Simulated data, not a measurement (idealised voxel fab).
voxel gate over fins: a process module
The figure presents cross-section cut, which has a width of 240 nm and is divided into square cells with an edge length of 5 nm.
A cross-section in this document is a grid of square cells, and it is written down as bands, the top band listed before the ones below it; a band is made up of one or more rows of cells. Heights first: top, then bottom, in nm. Then materials, left to right, each with a width in nm. "throughout" on a single material: fills the band edge to edge. "empty": empty space. Ref level 0: as-received wafer is one material below here. Bottom band extends down with no lower bound ("top 0, no bottom"). The notation "30 to 40" denotes a width that varies across the rows of cells in the band, beginning at the first number in the top row, finishing at the second number in the bottom row, and changing by an identical amount from each row to the next. The cross-section has no changed cell in any step marked "nothing changed". "Entrapped voids" - sealed voids, min. 8 cells, no opening to top; format: width x height at distance (distance from left edge; nm throughout). Post-settings text on a step line: simulator's own remark regarding the step. "overlay nm" on a masked step: distance the mask lay right of its planned place, negative for left.

The steps planned for the process are as follows
1 RECEIVE | material Si
2 CONFORMAL_DEP | material SiN | thk nm 5
3 PATTERN | tone cover | mask id FINS | material resist | width nm 15 | pitch nm 60 | thk nm 20 | overlay nm 0
4 DIRECTIONAL_ETCH | etch materials SiN | depth nm 5
5 DIRECTIONAL_ETCH | etch materials Si | depth nm 35
6 STRIP | etch materials resist
7 OXIDIZE | depth nm 5
8 FILL_DEP | material SiO2 | thk nm 15
9 CMP | height nm 5
10 MASKED_ETCH | tone open | mask id RAIL | width nm 15 | etch materials SiO2 | depth nm 35 | overlay nm 0
11 CONFORMAL_DEP | material TiN | thk nm 5
12 FILL_DEP | material W | thk nm 5
13 CMP | height nm 5
14 SELECTIVE_ETCH | etch materials W Ru TiN | depth nm 30
15 FILL_DEP | material SiO2 | thk nm 5
16 CMP | height nm 5
17 SELECTIVE_ETCH | etch materials SiO2 | depth nm 20
18 STRIP | etch materials SiN
19 CONFORMAL_DEP | material HfO2 | thk nm 5
20 CONFORMAL_DEP | material TiN | thk nm 5
21 CONFORMAL_DEP | material TiAl | thk nm 5
22 CONFORMAL_DEP | material TiN | thk nm 5
23 FILL_DEP | material W | thk nm 15
24 CMP | height nm 30
25 CONFORMAL_DEP | material SiCN | thk nm 5

Cross-section of the wafer at receipt, which is the condition after step 1
- top 0, no bottom  Si throughout
- Entrapped voids: none

Cross-sectional result after module completion. Note: starting condition and plan are unchanged from above; one processing mistake was made
- top 35, bottom 30  SiCN throughout
- top 30, bottom 20  W throughout
- top 20, bottom 15  W (65), then TiAl (45), then W (15), then TiAl (45), then W (70)
- top 15, bottom 5  W (65), then TiAl (5), then TiN (35), then TiAl (5), then W (15), then TiAl (5), then TiN (35), then TiAl (5), then W (70)
- top 5, bottom 0  TiAl (70), then TiN (10), then HfO2 (15), then TiN (10), then TiAl (25), then TiN (10), then HfO2 (15), then TiN (10), then TiAl (75)
- top 0, bottom -10  TiN (80), then HfO2 (5), then Si (5), then HfO2 (5), then TiN (45), then HfO2 (5), then Si (5), then HfO2 (5), then TiN (85)
- top -10, bottom -15  HfO2 (85), then Si (5), then HfO2 (55), then Si (5), then HfO2 (90)
- top -15, bottom -25  SiO2 (85), then Si (5), then SiO2 (55), then Si (5), then SiO2 (90)
- top -25, bottom -30  SiO2 (85), then Si (5), then SiO2 (20), then TiN (15), then SiO2 (20), then Si (5), then SiO2 (90)
- top -30, bottom -40  SiO2 (85), then Si (5), then SiO2 (55), then Si (5), then SiO2 (90)
- top -40, no bottom  Si throughout
- Entrapped voids: none
Plan not followed: steps 21 and 22 of the plan were run in the wrong order, each in the other's place
